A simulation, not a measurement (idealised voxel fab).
Process module under the name voxel gate over fins
255 nm wide, 5 nm square cells: that's cross-section cut.
In what follows, cross-sections appear as grids of square cells, described through bands that run from the top down, where every band is one or more rows of cells.
First you get the band's top height and its bottom height, in nm, and then the materials it's made of, left to right, with each width in nm. If you see a single material with "edge to edge", that one covers the band edge to edge. "blank" is empty space.
Where do heights start? At 0: under that level the wafer as delivered is made of one material only. And the lowest band has no floor; it just carries on downward, as in "0 down".
With a width like "30..40", each row of cells in the band differs from the next by the same amount, the top row carrying the first number and the bottom row the second.
Step note "everything unchanged" = no cross-section cell changed.
"Internal closed voids": sealed empty spaces, 8 cells or more, no open way to top, listed width x height at distance, with distance from the left edge and width, height and distance in nm.
Text after the settings on a step's line: the simulator's own remark on that step.
The "overlay nm" setting may appear on a step's line; for a step that uses a mask, it gives how far to the right of its planned position the mask lay, and a negative value indicates the left.
Structure of the following material. The material consists of pairs of cross-sections. Each pair comprises the cross-section before one process step and the cross-section after that step, the latter shown only down to the lowest band that changed. The step between the cross-sections is specified beneath each pair, including its settings. Pairs are not necessarily consecutive: they may derive from different runs of this module performed on the same starting wafer. Continuity with the pair above is to be assumed only where the entry headed "Ahead of processing" of the pair in question states it.
Ahead of processing
	0 down = Si edge to edge
	Internal closed voids: none
Post-Step Cross-Section
	5 to 0 = SiN edge to edge
	All layers under 0 are left as they were.
	Internal closed voids: none
Process step separating the two views above: CONFORMAL_DEP: material SiN, thk nm 5
Ahead of processing: the state before this step is the cross-section shown after the step in the pair just above.
Post-Step Cross-Section
	5 to 0 = blank 50 nm, then SiN 15 nm, then blank 30 nm, then SiN 15 nm, then blank 30 nm, then SiN 15 nm, then blank 30 nm, then SiN 15 nm, then blank 55 nm
	All layers under 0 are left as they were.
	Internal closed voids: none
Process step separating the two views above: MASKED_ETCH: tone cover, mask id FINS, width nm 15, pitch nm 45, etch materials SiN, depth nm 5, overlay nm 0
Ahead of processing: the state before this step is the cross-section shown after the step in the pair just above.
Post-Step Cross-Section
	5 to 0 = blank 50 nm, then SiN 15 nm, then blank 30 nm, then SiN 15 nm, then blank 30 nm, then SiN 15 nm, then blank 30 nm, then SiN 15 nm, then blank 55 nm
	0 to -30 = blank 50 nm, then Si 15 nm, then blank 30 nm, then Si 15 nm, then blank 30 nm, then Si 15 nm, then blank 30 nm, then Si 15 nm, then blank 55 nm
	All layers under -30 are left as they were.
	Internal closed voids: none
Process step separating the two views above: MASKED_ETCH: tone cover, mask id FINS, width nm 15, pitch nm 45, etch materials Si, depth nm 30, overlay nm 0
Ahead of processing: the state before this step is the cross-section shown after the step in the pair just above.
Post-Step Cross-Section
	5 to 0 = blank 50 nm, then SiN 15 nm, then blank 30 nm, then SiN 15 nm, then blank 30 nm, then SiN 15 nm, then blank 30 nm, then SiN 15 nm, then blank 55 nm
	0 to -30 = blank 50 nm, then SiO2 5 nm, then Si 5 nm, then SiO2 5 nm, then blank 30 nm, then SiO2 5 nm, then Si 5 nm, then SiO2 5 nm, then blank 30 nm, then SiO2 5 nm, then Si 5 nm, then SiO2 5 nm, then blank 30 nm, then SiO2 5 nm, then Si 5 nm, then SiO2 5 nm, then blank 55 nm
	-30 to -35 = SiO2 55 nm, then Si 5 nm, then SiO2 40 nm, then Si 5 nm, then SiO2 40 nm, then Si 5 nm, then SiO2 40 nm, then Si 5 nm, then SiO2 60 nm
	All layers under -35 are left as they were.
	Internal closed voids: none
Process step separating the two views above: OXIDIZE: depth nm 5
Ahead of processing: the state before this step is the cross-section shown after the step in the pair just above.
Post-Step Cross-Section
	10 to 5 = SiO2 edge to edge
	5 to 0 = SiO2 50 nm, then SiN 15 nm, then SiO2 30 nm, then SiN 15 nm, then SiO2 30 nm, then SiN 15 nm, then SiO2 30 nm, then SiN 15 nm, then SiO2 55 nm
	0 to -35 = SiO2 55 nm, then Si 5 nm, then SiO2 40 nm, then Si 5 nm, then SiO2 40 nm, then Si 5 nm, then SiO2 40 nm, then Si 5 nm, then SiO2 60 nm
	All layers under -35 are left as they were.
	Internal closed voids: none
Process step separating the two views above: FILL_DEP: material SiO2, thk nm 5
Ahead of processing: the state before this step is the cross-section shown after the step in the pair just above.
Post-Step Cross-Section
	5 to 0 = SiO2 50 nm, then SiN 15 nm, then SiO2 30 nm, then SiN 15 nm, then SiO2 30 nm, then SiN 15 nm, then SiO2 30 nm, then SiN 15 nm, then SiO2 55 nm
	All layers under 0 are left as they were.
	Internal closed voids: none
Process step separating the two views above: CMP: height nm 5
Ahead of processing: the state before this step is the cross-section shown after the step in the pair just above.
Post-Step Cross-Section
	5 to 0 = blank 50 nm, then SiN 15 nm, then blank 30 nm, then SiN 15 nm, then blank 30 nm, then SiN 15 nm, then blank 30 nm, then SiN 15 nm, then blank 55 nm
	0 to -10 = blank 55 nm, then Si 5 nm, then blank 40 nm, then Si 5 nm, then blank 40 nm, then Si 5 nm, then blank 40 nm, then Si 5 nm, then blank 60 nm
	All layers under -10 are left as they were.
	Internal closed voids: none
Process step separating the two views above: SELECTIVE_ETCH: etch materials SiO2, depth nm 15
Ahead of processing: the state before this step is the cross-section shown after the step in the pair just above.
Post-Step Cross-Section
	0 to -10 = blank 55 nm, then Si 5 nm, then blank 40 nm, then Si 5 nm, then blank 40 nm, then Si 5 nm, then blank 40 nm, then Si 5 nm, then blank 60 nm
	All layers under -10 are left as they were.
	Internal closed voids: none
Process step separating the two views above: STRIP: etch materials SiN
Ahead of processing: the state before this step is the cross-section shown after the step in the pair just above.
Post-Step Cross-Section
	5 to 0 = blank 50 nm, then HfO2 15 nm, then blank 30 nm, then HfO2 15 nm, then blank 30 nm, then HfO2 15 nm, then blank 30 nm, then HfO2 15 nm, then blank 55 nm
	0 to -5 = blank 50 nm, then HfO2 5 nm, then Si 5 nm, then HfO2 5 nm, then blank 30 nm, then HfO2 5 nm, then Si 5 nm, then HfO2 5 nm, then blank 30 nm, then HfO2 5 nm, then Si 5 nm, then HfO2 5 nm, then blank 30 nm, then HfO2 5 nm, then Si 5 nm, then HfO2 5 nm, then blank 55 nm
	-5 to -10 = HfO2 55 nm, then Si 5 nm, then HfO2 40 nm, then Si 5 nm, then HfO2 40 nm, then Si 5 nm, then HfO2 40 nm, then Si 5 nm, then HfO2 60 nm
	All layers under -10 are left as they were.
	Internal closed voids: none
Process step separating the two views above: CONFORMAL_DEP: material HfO2, thk nm 5
Ahead of processing: the state before this step is the cross-section shown after the step in the pair just above.
Post-Step Cross-Section
	10 to 5 = blank 45 nm, then TiN 25 nm, then blank 20 nm, then TiN 25 nm, then blank 20 nm, then TiN 25 nm, then blank 20 nm, then TiN 25 nm, then blank 50 nm
	5 to 0 = blank 45 nm, then TiN 5 nm, then HfO2 15 nm, then TiN 5 nm, then blank 20 nm, then TiN 5 nm, then HfO2 15 nm, then TiN 5 nm, then blank 20 nm, then TiN 5 nm, then HfO2 15 nm, then TiN 5 nm, then blank 20 nm, then TiN 5 nm, then HfO2 15 nm, then TiN 5 nm, then blank 50 nm
	0 to -5 = TiN 50 nm, then HfO2 5 nm, then Si 5 nm, then HfO2 5 nm, then TiN 30 nm, then HfO2 5 nm, then Si 5 nm, then HfO2 5 nm, then TiN 30 nm, then HfO2 5 nm, then Si 5 nm, then HfO2 5 nm, then TiN 30 nm, then HfO2 5 nm, then Si 5 nm, then HfO2 5 nm, then TiN 55 nm
	All layers under -5 are left as they were.
	Internal closed voids: none
Process step separating the two views above: CONFORMAL_DEP: material TiN, thk nm 5
Ahead of processing: the state before this step is the cross-section shown after the step in the pair just above.
Post-Step Cross-Section
	25 to 10 = W edge to edge
	10 to 5 = W 45 nm, then TiN 25 nm, then W 20 nm, then TiN 25 nm, then W 20 nm, then TiN 25 nm, then W 20 nm, then TiN 25 nm, then W 50 nm
	5 to 0 = W 45 nm, then TiN 5 nm, then HfO2 15 nm, then TiN 5 nm, then W 20 nm, then TiN 5 nm, then HfO2 15 nm, then TiN 5 nm, then W 20 nm, then TiN 5 nm, then HfO2 15 nm, then TiN 5 nm, then W 20 nm, then TiN 5 nm, then HfO2 15 nm, then TiN 5 nm, then W 50 nm
	All layers under 0 are left as they were.
	Internal closed voids: none
Process step separating the two views above: FILL_DEP: material W, thk nm 15
Ahead of processing: the state before this step is the cross-section shown after the step in the pair just above.
Post-Step Cross-Section
	20 to 10 = W edge to edge
	All layers under 10 are left as they were.
	Internal closed voids: none
Process step separating the two views above: CMP: height nm 20
Ahead of processing: the state before this step is the cross-section shown after the step in the pair just above.
Post-Step Cross-Section
	25 to 20 = SiN edge to edge
	All layers under 20 are left as they were.
	Internal closed voids: none
Process step separating the two views above: CONFORMAL_DEP: material SiN, thk nm 5
Ahead of processing
	0 to -10 = blank 55 nm, then Si 5 nm, then blank 40 nm, then Si 5 nm, then blank 40 nm, then Si 5 nm, then blank 40 nm, then Si 5 nm, then blank 60 nm
	-10 to -35 = SiO2 55 nm, then Si 5 nm, then SiO2 40 nm, then Si 5 nm, then SiO2 40 nm, then Si 5 nm, then SiO2 40 nm, then Si 5 nm, then SiO2 60 nm
	-35 down = Si edge to edge
	Internal closed voids: none
Post-Step Cross-Section
	5 to 0 = blank 50 nm, then TiN 15 nm, then blank 30 nm, then TiN 15 nm, then blank 30 nm, then TiN 15 nm, then blank 30 nm, then TiN 15 nm, then blank 55 nm
	0 to -5 = blank 50 nm, then TiN 5 nm, then Si 5 nm, then TiN 5 nm, then blank 30 nm, then TiN 5 nm, then Si 5 nm, then TiN 5 nm, then blank 30 nm, then TiN 5 nm, then Si 5 nm, then TiN 5 nm, then blank 30 nm, then TiN 5 nm, then Si 5 nm, then TiN 5 nm, then blank 55 nm
	-5 to -10 = TiN 55 nm, then Si 5 nm, then TiN 40 nm, then Si 5 nm, then TiN 40 nm, then Si 5 nm, then TiN 40 nm, then Si 5 nm, then TiN 60 nm
	All layers under -10 are left as they were.
	Internal closed voids: none
Process step separating the two views above: CONFORMAL_DEP: material TiN, thk nm 5
Ahead of processing: the state before this step is the cross-section shown after the step in the pair just above.
Post-Step Cross-Section
	20 to 5 = W edge to edge
	5 to 0 = W 50 nm, then TiN 15 nm, then W 30 nm, then TiN 15 nm, then W 30 nm, then TiN 15 nm, then W 30 nm, then TiN 15 nm, then W 55 nm
	0 to -5 = W 50 nm, then TiN 5 nm, then Si 5 nm, then TiN 5 nm, then W 30 nm, then TiN 5 nm, then Si 5 nm, then TiN 5 nm, then W 30 nm, then TiN 5 nm, then Si 5 nm, then TiN 5 nm, then W 30 nm, then TiN 5 nm, then Si 5 nm, then TiN 5 nm, then W 55 nm
	All layers under -5 are left as they were.
	Internal closed voids: none
Process step separating the two views above: FILL_DEP: material W, thk nm 15
Ahead of processing: the state before this step is the cross-section shown after the step in the pair just above.
Post-Step Cross-Section
	25 to 20 = SiN edge to edge
	All layers under 20 are left as they were.
	Internal closed voids: none
Process step separating the two views above: CONFORMAL_DEP: material SiN, thk nm 5
Ahead of processing
	5 to 0 = blank 50 nm, then SiN 15 nm, then blank 30 nm, then SiN 15 nm, then blank 30 nm, then SiN 15 nm, then blank 30 nm, then SiN 15 nm, then blank 55 nm
	0 to -30 = blank 50 nm, then Si 15 nm, then blank 30 nm, then Si 15 nm, then blank 30 nm, then Si 15 nm, then blank 30 nm, then Si 15 nm, then blank 55 nm
	-30 down = Si edge to edge
	Internal closed voids: none
Post-Step Cross-Section
	5 to 0 = blank 50 nm, then SiN 15 nm, then blank 30 nm, then SiN 15 nm, then blank 30 nm, then SiN 15 nm, then blank 30 nm, then SiN 15 nm, then blank 55 nm
	0 to -60 = blank 50 nm, then Si 15 nm, then blank 30 nm, then Si 15 nm, then blank 30 nm, then Si 15 nm, then blank 30 nm, then Si 15 nm, then blank 55 nm
	All layers under -60 are left as they were.
	Internal closed voids: none
Process step separating the two views above: MASKED_ETCH: tone cover, mask id FINS, width nm 15, pitch nm 45, etch materials Si, depth nm 30, overlay nm 0
Ahead of processing: the state before this step is the cross-section shown after the step in the pair just above.
Post-Step Cross-Section
	5 to 0 = blank 50 nm, then SiN 15 nm, then blank 30 nm, then SiN 15 nm, then blank 30 nm, then SiN 15 nm, then blank 30 nm, then SiN 15 nm, then blank 55 nm
	0 to -60 = blank 50 nm, then SiO2 5 nm, then Si 5 nm, then SiO2 5 nm, then blank 30 nm, then SiO2 5 nm, then Si 5 nm, then SiO2 5 nm, then blank 30 nm, then SiO2 5 nm, then Si 5 nm, then SiO2 5 nm, then blank 30 nm, then SiO2 5 nm, then Si 5 nm, then SiO2 5 nm, then blank 55 nm
	-60 to -65 = SiO2 55 nm, then Si 5 nm, then SiO2 40 nm, then Si 5 nm, then SiO2 40 nm, then Si 5 nm, then SiO2 40 nm, then Si 5 nm, then SiO2 60 nm
	All layers under -65 are left as they were.
	Internal closed voids: none
Process step separating the two views above: OXIDIZE: depth nm 5
Ahead of processing: the state before this step is the cross-section shown after the step in the pair just above.
Post-Step Cross-Section
	10 to 5 = SiO2 edge to edge
	5 to 0 = SiO2 50 nm, then SiN 15 nm, then SiO2 30 nm, then SiN 15 nm, then SiO2 30 nm, then SiN 15 nm, then SiO2 30 nm, then SiN 15 nm, then SiO2 55 nm
	0 to -65 = SiO2 55 nm, then Si 5 nm, then SiO2 40 nm, then Si 5 nm, then SiO2 40 nm, then Si 5 nm, then SiO2 40 nm, then Si 5 nm, then SiO2 60 nm
	All layers under -65 are left as they were.
	Internal closed voids: none
Process step separating the two views above: FILL_DEP: material SiO2, thk nm 5
Ahead of processing: the state before this step is the cross-section shown after the step in the pair just above.
Post-Step Cross-Section
	5 to 0 = SiO2 50 nm, then SiN 15 nm, then SiO2 30 nm, then SiN 15 nm, then SiO2 30 nm, then SiN 15 nm, then SiO2 30 nm, then SiN 15 nm, then SiO2 55 nm
	All layers under 0 are left as they were.
	Internal closed voids: none
Process step separating the two views above: CMP: height nm 5
Ahead of processing: the state before this step is the cross-section shown after the step in the pair just above.
Post-Step Cross-Section
	5 to 0 = blank 50 nm, then SiN 15 nm, then blank 30 nm, then SiN 15 nm, then blank 30 nm, then SiN 15 nm, then blank 30 nm, then SiN 15 nm, then blank 55 nm
	0 to -10 = blank 55 nm, then Si 5 nm, then blank 40 nm, then Si 5 nm, then blank 40 nm, then Si 5 nm, then blank 40 nm, then Si 5 nm, then blank 60 nm
	All layers under -10 are left as they were.
	Internal closed voids: none
Process step separating the two views above: SELECTIVE_ETCH: etch materials SiO2, depth nm 15
Ahead of processing: the state before this step is the cross-section shown after the step in the pair just above.
Post-Step Cross-Section
	0 to -10 = blank 55 nm, then Si 5 nm, then blank 40 nm, then Si 5 nm, then blank 40 nm, then Si 5 nm, then blank 40 nm, then Si 5 nm, then blank 60 nm
	All layers under -10 are left as they were.
	Internal closed voids: none
Process step separating the two views above: STRIP: etch materials SiN
Ahead of processing: the state before this step is the cross-section shown after the step in the pair just above.
Post-Step Cross-Section
	5 to 0 = blank 50 nm, then HfO2 15 nm, then blank 30 nm, then HfO2 15 nm, then blank 30 nm, then HfO2 15 nm, then blank 30 nm, then HfO2 15 nm, then blank 55 nm
	0 to -5 = blank 50 nm, then HfO2 5 nm, then Si 5 nm, then HfO2 5 nm, then blank 30 nm, then HfO2 5 nm, then Si 5 nm, then HfO2 5 nm, then blank 30 nm, then HfO2 5 nm, then Si 5 nm, then HfO2 5 nm, then blank 30 nm, then HfO2 5 nm, then Si 5 nm, then HfO2 5 nm, then blank 55 nm
	-5 to -10 = HfO2 55 nm, then Si 5 nm, then HfO2 40 nm, then Si 5 nm, then HfO2 40 nm, then Si 5 nm, then HfO2 40 nm, then Si 5 nm, then HfO2 60 nm
	All layers under -10 are left as they were.
	Internal closed voids: none
Process step separating the two views above: CONFORMAL_DEP: material HfO2, thk nm 5
Ahead of processing: the state before this step is the cross-section shown after the step in the pair just above.
Post-Step Cross-Section
	10 to 5 = blank 45 nm, then TiN 25 nm, then blank 20 nm, then TiN 25 nm, then blank 20 nm, then TiN 25 nm, then blank 20 nm, then TiN 25 nm, then blank 50 nm
	5 to 0 = blank 45 nm, then TiN 5 nm, then HfO2 15 nm, then TiN 5 nm, then blank 20 nm, then TiN 5 nm, then HfO2 15 nm, then TiN 5 nm, then blank 20 nm, then TiN 5 nm, then HfO2 15 nm, then TiN 5 nm, then blank 20 nm, then TiN 5 nm, then HfO2 15 nm, then TiN 5 nm, then blank 50 nm
	0 to -5 = TiN 50 nm, then HfO2 5 nm, then Si 5 nm, then HfO2 5 nm, then TiN 30 nm, then HfO2 5 nm, then Si 5 nm, then HfO2 5 nm, then TiN 30 nm, then HfO2 5 nm, then Si 5 nm, then HfO2 5 nm, then TiN 30 nm, then HfO2 5 nm, then Si 5 nm, then HfO2 5 nm, then TiN 55 nm
	All layers under -5 are left as they were.
	Internal closed voids: none
Process step separating the two views above: CONFORMAL_DEP: material TiN, thk nm 5
Ahead of processing: the state before this step is the cross-section shown after the step in the pair just above.
Post-Step Cross-Section
	25 to 10 = W edge to edge
	10 to 5 = W 45 nm, then TiN 25 nm, then W 20 nm, then TiN 25 nm, then W 20 nm, then TiN 25 nm, then W 20 nm, then TiN 25 nm, then W 50 nm
	5 to 0 = W 45 nm, then TiN 5 nm, then HfO2 15 nm, then TiN 5 nm, then W 20 nm, then TiN 5 nm, then HfO2 15 nm, then TiN 5 nm, then W 20 nm, then TiN 5 nm, then HfO2 15 nm, then TiN 5 nm, then W 20 nm, then TiN 5 nm, then HfO2 15 nm, then TiN 5 nm, then W 50 nm
	All layers under 0 are left as they were.
	Internal closed voids: none
Process step separating the two views above: FILL_DEP: material W, thk nm 15
Ahead of processing: the state before this step is the cross-section shown after the step in the pair just above.
Post-Step Cross-Section
	20 to 10 = W edge to edge
	All layers under 10 are left as they were.
	Internal closed voids: none
Process step separating the two views above: CMP: height nm 20
Ahead of processing: the state before this step is the cross-section shown after the step in the pair just above.
Post-Step Cross-Section
	25 to 20 = SiN edge to edge
	All layers under 20 are left as they were.
	Internal closed voids: none
Process step separating the two views above: CONFORMAL_DEP: material SiN, thk nm 5
Ahead of processing
	5 to 0 = SiO2 50 nm, then SiN 15 nm, then SiO2 30 nm, then SiN 15 nm, then SiO2 30 nm, then SiN 15 nm, then SiO2 30 nm, then SiN 15 nm, then SiO2 55 nm
	0 to -35 = SiO2 55 nm, then Si 5 nm, then SiO2 40 nm, then Si 5 nm, then SiO2 40 nm, then Si 5 nm, then SiO2 40 nm, then Si 5 nm, then SiO2 60 nm
	-35 down = Si edge to edge
	Internal closed voids: none
Post-Step Cross-Section
	5 to 0 = SiO2 50 nm, then blank 15 nm, then SiO2 30 nm, then blank 15 nm, then SiO2 30 nm, then blank 15 nm, then SiO2 30 nm, then blank 15 nm, then SiO2 55 nm
	All layers under 0 are left as they were.
	Internal closed voids: none
Process step separating the two views above: STRIP: etch materials SiN
Ahead of processing: the state before this step is the cross-section shown after the step in the pair just above.
Post-Step Cross-Section
	0 to -10 = blank 55 nm, then Si 5 nm, then blank 40 nm, then Si 5 nm, then blank 40 nm, then Si 5 nm, then blank 40 nm, then Si 5 nm, then blank 60 nm
	-10 to -15 = SiO2 35 nm, then blank 20 nm, then Si 5 nm, then blank 40 nm, then Si 5 nm, then blank 40 nm, then Si 5 nm, then blank 40 nm, then Si 5 nm, then blank 20 nm, then SiO2 40 nm
	All layers under -15 are left as they were.
	Internal closed voids: none
Process step separating the two views above: SELECTIVE_ETCH: etch materials SiO2, depth nm 15
Ahead of processing: the state before this step is the cross-section shown after the step in the pair just above.
Post-Step Cross-Section
	5 to 0 = blank 50 nm, then HfO2 15 nm, then blank 30 nm, then HfO2 15 nm, then blank 30 nm, then HfO2 15 nm, then blank 30 nm, then HfO2 15 nm, then blank 55 nm
	0 to -5 = blank 50 nm, then HfO2 5 nm, then Si 5 nm, then HfO2 5 nm, then blank 30 nm, then HfO2 5 nm, then Si 5 nm, then HfO2 5 nm, then blank 30 nm, then HfO2 5 nm, then Si 5 nm, then HfO2 5 nm, then blank 30 nm, then HfO2 5 nm, then Si 5 nm, then HfO2 5 nm, then blank 55 nm
	-5 to -10 = HfO2 40 nm, then blank 10 nm, then HfO2 5 nm, then Si 5 nm, then HfO2 5 nm, then blank 30 nm, then HfO2 5 nm, then Si 5 nm, then HfO2 5 nm, then blank 30 nm, then HfO2 5 nm, then Si 5 nm, then HfO2 5 nm, then blank 30 nm, then HfO2 5 nm, then Si 5 nm, then HfO2 5 nm, then blank 10 nm, then HfO2 45 nm
	-10 to -15 = SiO2 35 nm, then HfO2 20 nm, then Si 5 nm, then HfO2 40 nm, then Si 5 nm, then HfO2 40 nm, then Si 5 nm, then HfO2 40 nm, then Si 5 nm, then HfO2 20 nm, then SiO2 40 nm
	All layers under -15 are left as they were.
	Internal closed voids: none
Process step separating the two views above: CONFORMAL_DEP: material HfO2, thk nm 5
Ahead of processing: the state before this step is the cross-section shown after the step in the pair just above.
Post-Step Cross-Section
	10 to 5 = blank 45 nm, then TiN 25 nm, then blank 20 nm, then TiN 25 nm, then blank 20 nm, then TiN 25 nm, then blank 20 nm, then TiN 25 nm, then blank 50 nm
	5 to 0 = blank 45 nm, then TiN 5 nm, then HfO2 15 nm, then TiN 5 nm, then blank 20 nm, then TiN 5 nm, then HfO2 15 nm, then TiN 5 nm, then blank 20 nm, then TiN 5 nm, then HfO2 15 nm, then TiN 5 nm, then blank 20 nm, then TiN 5 nm, then HfO2 15 nm, then TiN 5 nm, then blank 50 nm
	0 to -5 = TiN 50 nm, then HfO2 5 nm, then Si 5 nm, then HfO2 5 nm, then TiN 5 nm, then blank 20 nm, then TiN 5 nm, then HfO2 5 nm, then Si 5 nm, then HfO2 5 nm, then TiN 5 nm, then blank 20 nm, then TiN 5 nm, then HfO2 5 nm, then Si 5 nm, then HfO2 5 nm, then TiN 5 nm, then blank 20 nm, then TiN 5 nm, then HfO2 5 nm, then Si 5 nm, then HfO2 5 nm, then TiN 55 nm
	-5 to -10 = HfO2 40 nm, then TiN 10 nm, then HfO2 5 nm, then Si 5 nm, then HfO2 5 nm, then TiN 30 nm, then HfO2 5 nm, then Si 5 nm, then HfO2 5 nm, then TiN 30 nm, then HfO2 5 nm, then Si 5 nm, then HfO2 5 nm, then TiN 30 nm, then HfO2 5 nm, then Si 5 nm, then HfO2 5 nm, then TiN 10 nm, then HfO2 45 nm
	All layers under -10 are left as they were.
	Internal closed voids: none
Process step separating the two views above: CONFORMAL_DEP: material TiN, thk nm 5
Ahead of processing: the state before this step is the cross-section shown after the step in the pair just above.
Post-Step Cross-Section
	25 to 10 = W edge to edge
	10 to 5 = W 45 nm, then TiN 25 nm, then W 20 nm, then TiN 25 nm, then W 20 nm, then TiN 25 nm, then W 20 nm, then TiN 25 nm, then W 50 nm
	5 to 0 = W 45 nm, then TiN 5 nm, then HfO2 15 nm, then TiN 5 nm, then W 20 nm, then TiN 5 nm, then HfO2 15 nm, then TiN 5 nm, then W 20 nm, then TiN 5 nm, then HfO2 15 nm, then TiN 5 nm, then W 20 nm, then TiN 5 nm, then HfO2 15 nm, then TiN 5 nm, then W 50 nm
	0 to -5 = TiN 50 nm, then HfO2 5 nm, then Si 5 nm, then HfO2 5 nm, then TiN 5 nm, then W 20 nm, then TiN 5 nm, then HfO2 5 nm, then Si 5 nm, then HfO2 5 nm, then TiN 5 nm, then W 20 nm, then TiN 5 nm, then HfO2 5 nm, then Si 5 nm, then HfO2 5 nm, then TiN 5 nm, then W 20 nm, then TiN 5 nm, then HfO2 5 nm, then Si 5 nm, then HfO2 5 nm, then TiN 55 nm
	All layers under -5 are left as they were.
	Internal closed voids: none
Process step separating the two views above: FILL_DEP: material W, thk nm 15
Ahead of processing: the state before this step is the cross-section shown after the step in the pair just above.
Post-Step Cross-Section
	20 to 10 = W edge to edge
	All layers under 10 are left as they were.
	Internal closed voids: none
Process step separating the two views above: CMP: height nm 20
Ahead of processing: the state before this step is the cross-section shown after the step in the pair just above.
Post-Step Cross-Section
	25 to 20 = SiN edge to edge
	All layers under 20 are left as they were.
	Internal closed voids: none
Process step separating the two views above: CONFORMAL_DEP: material SiN, thk nm 5
Ahead of processing
	5 to 0 = SiO2 50 nm, then SiN 15 nm, then SiO2 30 nm, then SiN 15 nm, then SiO2 30 nm, then SiN 15 nm, then SiO2 30 nm, then SiN 15 nm, then SiO2 55 nm
	0 to -35 = SiO2 55 nm, then Si 5 nm, then SiO2 40 nm, then Si 5 nm, then SiO2 40 nm, then Si 5 nm, then SiO2 40 nm, then Si 5 nm, then SiO2 60 nm
	-35 down = Si edge to edge
	Internal closed voids: none
Post-Step Cross-Section
	5 to 0 = blank 50 nm, then SiN 15 nm, then blank 30 nm, then SiN 15 nm, then blank 30 nm, then SiN 15 nm, then blank 30 nm, then SiN 15 nm, then blank 55 nm
	0 to -20 = blank 55 nm, then Si 5 nm, then blank 40 nm, then Si 5 nm, then blank 40 nm, then Si 5 nm, then blank 40 nm, then Si 5 nm, then blank 60 nm
	All layers under -20 are left as they were.
	Internal closed voids: none
Process step separating the two views above: SELECTIVE_ETCH: etch materials SiO2, depth nm 25
Ahead of processing: the state before this step is the cross-section shown after the step in the pair just above.
Post-Step Cross-Section
	0 to -20 = blank 55 nm, then Si 5 nm, then blank 40 nm, then Si 5 nm, then blank 40 nm, then Si 5 nm, then blank 40 nm, then Si 5 nm, then blank 60 nm
	All layers under -20 are left as they were.
	Internal closed voids: none
Process step separating the two views above: STRIP: etch materials SiN
Ahead of processing: the state before this step is the cross-section shown after the step in the pair just above.
Post-Step Cross-Section
	5 to 0 = blank 50 nm, then HfO2 15 nm, then blank 30 nm, then HfO2 15 nm, then blank 30 nm, then HfO2 15 nm, then blank 30 nm, then HfO2 15 nm, then blank 55 nm
	0 to -15 = blank 50 nm, then HfO2 5 nm, then Si 5 nm, then HfO2 5 nm, then blank 30 nm, then HfO2 5 nm, then Si 5 nm, then HfO2 5 nm, then blank 30 nm, then HfO2 5 nm, then Si 5 nm, then HfO2 5 nm, then blank 30 nm, then HfO2 5 nm, then Si 5 nm, then HfO2 5 nm, then blank 55 nm
	-15 to -20 = HfO2 55 nm, then Si 5 nm, then HfO2 40 nm, then Si 5 nm, then HfO2 40 nm, then Si 5 nm, then HfO2 40 nm, then Si 5 nm, then HfO2 60 nm
	All layers under -20 are left as they were.
	Internal closed voids: none
Process step separating the two views above: CONFORMAL_DEP: material HfO2, thk nm 5
Ahead of processing: the state before this step is the cross-section shown after the step in the pair just above.
Post-Step Cross-Section
	10 to 5 = blank 45 nm, then TiN 25 nm, then blank 20 nm, then TiN 25 nm, then blank 20 nm, then TiN 25 nm, then blank 20 nm, then TiN 25 nm, then blank 50 nm
	5 to 0 = blank 45 nm, then TiN 5 nm, then HfO2 15 nm, then TiN 5 nm, then blank 20 nm, then TiN 5 nm, then HfO2 15 nm, then TiN 5 nm, then blank 20 nm, then TiN 5 nm, then HfO2 15 nm, then TiN 5 nm, then blank 20 nm, then TiN 5 nm, then HfO2 15 nm, then TiN 5 nm, then blank 50 nm
	0 to -10 = blank 45 nm, then TiN 5 nm, then HfO2 5 nm, then Si 5 nm, then HfO2 5 nm, then TiN 5 nm, then blank 20 nm, then TiN 5 nm, then HfO2 5 nm, then Si 5 nm, then HfO2 5 nm, then TiN 5 nm, then blank 20 nm, then TiN 5 nm, then HfO2 5 nm, then Si 5 nm, then HfO2 5 nm, then TiN 5 nm, then blank 20 nm, then TiN 5 nm, then HfO2 5 nm, then Si 5 nm, then HfO2 5 nm, then TiN 5 nm, then blank 50 nm
	-10 to -15 = TiN 50 nm, then HfO2 5 nm, then Si 5 nm, then HfO2 5 nm, then TiN 30 nm, then HfO2 5 nm, then Si 5 nm, then HfO2 5 nm, then TiN 30 nm, then HfO2 5 nm, then Si 5 nm, then HfO2 5 nm, then TiN 30 nm, then HfO2 5 nm, then Si 5 nm, then HfO2 5 nm, then TiN 55 nm
	All layers under -15 are left as they were.
	Internal closed voids: none
Process step separating the two views above: CONFORMAL_DEP: material TiN, thk nm 5
Ahead of processing: the state before this step is the cross-section shown after the step in the pair just above.
Post-Step Cross-Section
	25 to 10 = W edge to edge
	10 to 5 = W 45 nm, then TiN 25 nm, then W 20 nm, then TiN 25 nm, then W 20 nm, then TiN 25 nm, then W 20 nm, then TiN 25 nm, then W 50 nm
	5 to 0 = W 45 nm, then TiN 5 nm, then HfO2 15 nm, then TiN 5 nm, then W 20 nm, then TiN 5 nm, then HfO2 15 nm, then TiN 5 nm, then W 20 nm, then TiN 5 nm, then HfO2 15 nm, then TiN 5 nm, then W 20 nm, then TiN 5 nm, then HfO2 15 nm, then TiN 5 nm, then W 50 nm
	0 to -10 = W 45 nm, then TiN 5 nm, then HfO2 5 nm, then Si 5 nm, then HfO2 5 nm, then TiN 5 nm, then W 20 nm, then TiN 5 nm, then HfO2 5 nm, then Si 5 nm, then HfO2 5 nm, then TiN 5 nm, then W 20 nm, then TiN 5 nm, then HfO2 5 nm, then Si 5 nm, then HfO2 5 nm, then TiN 5 nm, then W 20 nm, then TiN 5 nm, then HfO2 5 nm, then Si 5 nm, then HfO2 5 nm, then TiN 5 nm, then W 50 nm
	All layers under -10 are left as they were.
	Internal closed voids: none
Process step separating the two views above: FILL_DEP: material W, thk nm 15
Ahead of processing: the state before this step is the cross-section shown after the step in the pair just above.
Post-Step Cross-Section
	20 to 10 = W edge to edge
	All layers under 10 are left as they were.
	Internal closed voids: none
Process step separating the two views above: CMP: height nm 20
Ahead of processing: the state before this step is the cross-section shown after the step in the pair just above.
Post-Step Cross-Section
	25 to 20 = SiN edge to edge
	All layers under 20 are left as they were.
	Internal closed voids: none
Process step separating the two views above: CONFORMAL_DEP: material SiN, thk nm 5
Ahead of processing
	5 to 0 = SiN edge to edge
	0 down = Si edge to edge
	Internal closed voids: none
Post-Step Cross-Section
	5 to 0 = blank 45 nm, then SiN 25 nm, then blank 20 nm, then SiN 25 nm, then blank 20 nm, then SiN 25 nm, then blank 20 nm, then SiN 25 nm, then blank 50 nm
	All layers under 0 are left as they were.
	Internal closed voids: none
Process step separating the two views above: MASKED_ETCH: tone cover, mask id FINS, width nm 25, pitch nm 45, etch materials SiN, depth nm 5, overlay nm 0
